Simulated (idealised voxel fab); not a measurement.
voxel trench capacitor: a process module
Cross-sectional view cut (width: 220 nm; square cell size: 5 nm).
Just so we're on the same page, the cross-sections are grids of square cells, and they're listed out in bands top to bottom, each band one or more rows deep.
Within each band entry, the heights of the top and of the bottom of the band appear first, in that order and in nm; the materials of the band then follow from left to right, each with its corresponding width in nm. The designation "all across" on a single material indicates that it fills the band from edge to edge; the designation "empty" indicates empty space.
Convention: height 0 is the level below which the wafer, as received, is all one material. The lowest band does not terminate at the bottom but continues downward, represented as "0 -> down".
Quick explanation for "30->40": the width changes in equal steps down the rows of cells, from the first number in the band's top row to the second number in its bottom row.
Step marked "no change occurred"? Then no cell in the cross-section changed in it.
"Closed void register" means: voids of 8 cells or more that are shut off from the top with no open way through. Written width x height at distance, distance from the left edge, in nm.
That trailing text on a step's line, after the settings, is the simulator's own remark on the step.
What "overlay nm" on a step's line means: if the step has a mask, that mask lay this far to the right of its planned place, or, when the value is negative, to the left.
Steps in the process plan
| 1 | RECEIVE with material Si |
| 2 | CONFORMAL_DEP with material SiN, thk nm 10 |
| 3 | DIRECTIONAL_DEP with material aC, thk nm 15 |
| 4 | PATTERN with tone open, mask id TRENCH, material resist, width nm 20, pitch nm 50, thk nm 30, overlay nm 0 |
| 5 | DIRECTIONAL_ETCH with etch materials aC, depth nm 15 |
| 6 | STRIP with etch materials resist |
| 7 | DIRECTIONAL_ETCH with etch materials SiN, depth nm 10 |
| 8 | DIRECTIONAL_ETCH with etch materials Si, depth nm 30 |
| 9 | STRIP with etch materials aC |
| 10 | CONFORMAL_DEP with material Al2O3, thk nm 5 |
| 11 | FILL_DEP with material polySi, thk nm 5 |
| 12 | CMP with height nm 10 |
Received-state cross-section, reflecting completion of step 1
	0 -> down = Si all across
	Closed void register: none
Cross-sectional result after module completion. Note: starting condition and plan are unchanged from above; one processing mistake was made
	10 -> 0 = SiN: 85 | Al2O3: 5 | polySi: 10 | Al2O3: 5 | SiN: 30 | Al2O3: 5 | polySi: 10 | Al2O3: 5 | SiN: 65
	0 -> -25 = Si: 85 | Al2O3: 5 | polySi: 10 | Al2O3: 5 | Si: 30 | Al2O3: 5 | polySi: 10 | Al2O3: 5 | Si: 65
	-25 -> -30 = Si: 85 | Al2O3: 20 | Si: 30 | Al2O3: 20 | Si: 65
	-30 -> down = Si all across
	Closed void register: none
Misprocessing identified: step 4 did not use the planned setting and instead ran as PATTERN with tone open, mask id TRENCH, material resist, width nm 20, pitch nm 50, thk nm 30, overlay nm 10
